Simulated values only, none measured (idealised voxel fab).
The process module presented herein is designated voxel double patterning.
FYI the section here is cut, 255 nm wide, cells are 5 nm squares.
Notation: cross-section as square-cell grid; stated in bands, top first, going down; one or more cell rows per band.
Heads up on the band format: heights come first, top then bottom, in nm. After that it's the materials left to right, each with its width in nm. A single material flagged "full width" fills the whole band edge to edge, and "blank" means there's empty space there.
Heights from 0 (as-received wafer is one material below). Bottom band endless downward, as "0 and below".
Note: "30..40" means the width goes from the first number (top row of the band) to the second number (bottom row) in equal steps per row of cells.
A step reported as "nothing altered" is a step in which no cell of the cross-section changed.
Entry "Closed void table" = empty spaces >= 8 cells with no open way to the top; each as width x height at distance, distance from left edge, all nm.
Text after the settings on a step's line: the simulator's own remark on that step.
overlay nm: step with mask; distance mask lay right of planned place; negative value = left of planned place.
-- Process steps foreseen in the plan
1: RECEIVE,material Si
2: CONFORMAL_DEP,material SiO2,thk nm 10
3: DIRECTIONAL_DEP,material W,thk nm 15
4: DIRECTIONAL_DEP,material SiCN,thk nm 5
5: DIRECTIONAL_DEP,material aC,thk nm 15
6: PATTERN,tone open,mask id FIRST,material resist,width nm 15,pitch nm 50,thk nm 30,overlay nm 0
7: DIRECTIONAL_ETCH,etch materials aC,depth nm 15
8: STRIP,etch materials resist
9: DIRECTIONAL_ETCH,etch materials SiCN,depth nm 5
10: STRIP,etch materials aC
11: PATTERN,tone open,mask id SECOND,material resist,width nm 15,pitch nm 50,thk nm 15,overlay nm 0
12: DIRECTIONAL_ETCH,etch materials SiCN,depth nm 5
13: STRIP,etch materials resist
14: DIRECTIONAL_ETCH,etch materials W,depth nm 5
15: STRIP,etch materials SiCN
Same starting wafers, different depth nm at step 14. Plan value belongs to the first wafer.
-- Step 1 complete: as-received cross-section of the first of several wafers
0 and below  Si full width
Closed void table: none
-- Note: the following table is arranged by wafer, a row apiece. Each row reports the end-of-module state: per material, cells gained (+) or cells lost (-) compared with the wafer as received; closed voids follow
depth nm 5 | +102 SiO2 | +138 W | Closed void table: none
depth nm 10 | +102 SiO2 | +123 W | Closed void table: none
depth nm 15 | +102 SiO2 | +108 W | Closed void table: none
depth nm 20 | +102 SiO2 | +108 W | Closed void table: none
depth nm 25 | +102 SiO2 | +108 W | Closed void table: none
depth nm 30 | +102 SiO2 | +108 W | Closed void table: none
